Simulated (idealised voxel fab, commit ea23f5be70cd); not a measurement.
process module | voxel released beams
cross-section cut | 215 nm wide | cells 5 nm
A cross-section is a grid of square cells, given in bands from the top down. A band is one or more rows of cells.
Each band's line starts with the height of the band's top and of its bottom, in nm. Then come its materials from left to right, each with its width in nm. One material with "throughout" fills the band from edge to edge. "air" is empty space.
Height 0 is the level under which the wafer as received is all one material. The lowest band goes on downwards, as in "0 down".
A width such as "30 to 40" changes by the same amount from each row of cells to the next, from the band's top row to its bottom row.
"no change" after a step means that no cell of the cross-section changed.
closed voids: empty space of 8 cells or more with no open way to the top, each as width x height at its distance from the left edge, in nm
after a step's settings: what the simulator itself notes on the step
overlay nm, on a step with a mask: how far to the right of its planned place the mask lay; to the left if negative
plan
1 op RECEIVE | material Si
2 op CONFORMAL_DEP | material Al2O3 | thk nm 5
3 op DIRECTIONAL_DEP | material SiO2 | thk nm 15
4 op DIRECTIONAL_DEP | material aC | thk nm 15
5 op PATTERN | tone open | mask id ANCHOR | material resist | width nm 35 | thk nm 35 | overlay nm 0
6 op DIRECTIONAL_ETCH | etch materials aC | depth nm 15
7 op STRIP | etch materials resist
8 op DIRECTIONAL_ETCH | etch materials SiO2 | depth nm 15
9 op STRIP | etch materials aC
10 op CONFORMAL_DEP | material SiN | thk nm 15
11 op PATTERN | tone cover | mask id BEAM | material resist | width nm 95 | thk nm 15 | overlay nm 0
12 op DIRECTIONAL_ETCH | etch materials SiN | depth nm 15
13 op STRIP | etch materials resist
14 op STRIP | etch materials SiO2
as received, after step 1
  0 down: Si throughout
  closed voids: none
first wafer at the end, as planned
  35 to 20: air 55 | SiN 20 | air 5 | SiN 70 | air 65
  20 to 5: air 60 | SiN 35 | air 120
  5 to 0: Al2O3 throughout
  0 down: Si throughout
  closed voids: none
second wafer at the end: like start, like plan, one mistake
  35 to 20: Al2O3 75 | air 5 | Al2O3 135
  20 to 5: SiO2 60 | Al2O3 35 | SiO2 120
  5 to 0: Al2O3 throughout
  0 down: Si throughout
  closed voids: none
what went wrong: step 10 ran as: op CONFORMAL_DEP | material Al2O3 | thk nm 15
at the end the second wafer has, in cells: 147 more of Al2O3 | 75 fewer of SiN | 108 more of SiO2
